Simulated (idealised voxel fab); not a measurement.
Documented hereafter: the process module known as voxel self aligned vias.
We display cut, a cross-section 185 nm in width whose square cells are each 5 nm.
Cross-section spec: square-cell grid; bands listed top down; each band is one or more rows.
Heads up on the band format: heights come first, top then bottom, in nm. After that it's the materials left to right, each with its width in nm. A single material flagged "throughout" fills the whole band edge to edge, and "empty" means there's empty space there.
Heights are reckoned from 0. Under this level, the received wafer is all of one material. The bottommost band is open-ended downward, for example "0 and below".
A two-number width, for instance "30 to 40", indicates that the width is equal to the first number in the top row of the band and to the second number in the bottom row, and that it changes by a constant amount per row of cells.
Basically "remains unaltered" means that step didn't change any cell in the cross-section.
Each empty space that has no open way to the top and spans at least 8 cells appears under "Closed void entries" as width x height at distance, the distance counted from the left edge, all in nm.
after a step's settings: what the simulator itself notes on the step
The "overlay nm" setting may appear on a step's line; for a step that uses a mask, it gives how far to the right of its planned position the mask lay, and a negative value indicates the left.
## This section lists the process steps that were planned
1) RECEIVE (material Si)
2) CONFORMAL_DEP (material SiO2; thk nm 10)
3) CONFORMAL_DEP (material SiCN; thk nm 5)
4) DIRECTIONAL_DEP (material SiO2; thk nm 25)
5) MASKED_ETCH (tone open; mask id LINES; width nm 20; pitch nm 70; etch materials SiO2; depth nm 25; overlay nm 0)
6) CONFORMAL_DEP (material TiN; thk nm 5)
7) FILL_DEP (material Ru; thk nm 10)
8) CMP (height nm 40)
9) SELECTIVE_ETCH (etch materials W Ru TiN; depth nm 10)
10) FILL_DEP (material SiN; thk nm 10)
11) CMP (height nm 40)
12) DIRECTIONAL_DEP (material SiO2; thk nm 15)
13) DIRECTIONAL_DEP (material aC; thk nm 10)
14) PATTERN (tone open; mask id VIAS; material resist; width nm 30; pitch nm 70; thk nm 25; overlay nm 0)
15) DIRECTIONAL_ETCH (etch materials aC; depth nm 10)
16) STRIP (etch materials resist)
17) DIRECTIONAL_ETCH (etch materials SiO2; depth nm 15)
18) DIRECTIONAL_ETCH (etch materials SiN; depth nm 10)
19) STRIP (etch materials aC)
20) CONFORMAL_DEP (material TiN; thk nm 5)
21) FILL_DEP (material Ru; thk nm 5)
22) CMP (height nm 55)
23) CONFORMAL_DEP (material SiN; thk nm 5)
Heads up: all these wafers start the same, and what changes between them is the width nm in step 14. The value you see in the plan is just what the first wafer got.
## Cross-section of the first of several received wafers, showing its state after step 1
> 0 and below: Si throughout
> Closed void entries: none
## Take a look at the first of several wafers in cross-section: the module is done, and step 23 was its last step
> 60 down to 55: SiN throughout
> 55 down to 45: SiO2 40 nm, TiN 5 nm, Ru 20 nm, TiN 5 nm, SiO2 40 nm, TiN 5 nm, Ru 20 nm, TiN 5 nm, SiO2 45 nm
> 45 down to 35: SiO2 40 to 45 nm, TiN 10 to 5 nm, Ru 10 nm, TiN 10 to 5 nm, SiO2 40 to 50 nm, TiN 10 to 5 nm, Ru 10 nm, TiN 10 to 5 nm, SiO2 45 to 50 nm
> 35 down to 30: SiO2 45 nm, TiN 20 nm, SiO2 50 nm, TiN 20 nm, SiO2 50 nm
> 30 down to 20: SiO2 45 nm, TiN 5 nm, Ru 10 nm, TiN 5 nm, SiO2 50 nm, TiN 5 nm, Ru 10 nm, TiN 5 nm, SiO2 50 nm
> 20 down to 15: SiO2 45 nm, TiN 20 nm, SiO2 50 nm, TiN 20 nm, SiO2 50 nm
> 15 down to 10: SiCN throughout
> 10 down to 0: SiO2 throughout
> 0 and below: Si throughout
> Closed void entries: none
## Module end, final wafer: cross-section
> 60 down to 55: SiN throughout
> 55 down to 45: SiO2 30 nm, TiN 5 nm, Ru 45 nm, TiN 5 nm, SiO2 15 nm, TiN 5 nm, Ru 45 nm, TiN 5 nm, SiO2 30 nm
> 45 down to 35: SiO2 30 to 45 nm, TiN 20 to 5 nm, Ru 10 nm, TiN 25 to 5 nm, SiO2 15 to 50 nm, TiN 20 to 5 nm, Ru 10 nm, TiN 25 to 5 nm, SiO2 30 to 50 nm
> 35 down to 30: SiO2 45 nm, TiN 20 nm, SiO2 50 nm, TiN 20 nm, SiO2 50 nm
> 30 down to 20: SiO2 45 nm, TiN 5 nm, Ru 10 nm, TiN 5 nm, SiO2 50 nm, TiN 5 nm, Ru 10 nm, TiN 5 nm, SiO2 50 nm
> 20 down to 15: SiO2 45 nm, TiN 20 nm, SiO2 50 nm, TiN 20 nm, SiO2 50 nm
> 15 down to 10: SiCN throughout
> 10 down to 0: SiO2 throughout
> 0 and below: Si throughout
> Closed void entries: none
## Per wafer, end of module: cells gained (+) or lost (-) per material since receipt, then closed voids
width nm 30; +32 Ru; +37 SiCN; +37 SiN; +294 SiO2; +44 TiN; Closed void entries: none
width nm 35; +36 Ru; +37 SiCN; +37 SiN; +288 SiO2; +46 TiN; Closed void entries: none
width nm 40; +40 Ru; +37 SiCN; +37 SiN; +282 SiO2; +48 TiN; Closed void entries: none
width nm 45; +44 Ru; +37 SiCN; +37 SiN; +276 SiO2; +50 TiN; Closed void entries: none
width nm 50; +48 Ru; +37 SiCN; +37 SiN; +270 SiO2; +52 TiN; Closed void entries: none
width nm 55; +52 Ru; +37 SiCN; +37 SiN; +264 SiO2; +54 TiN; Closed void entries: none
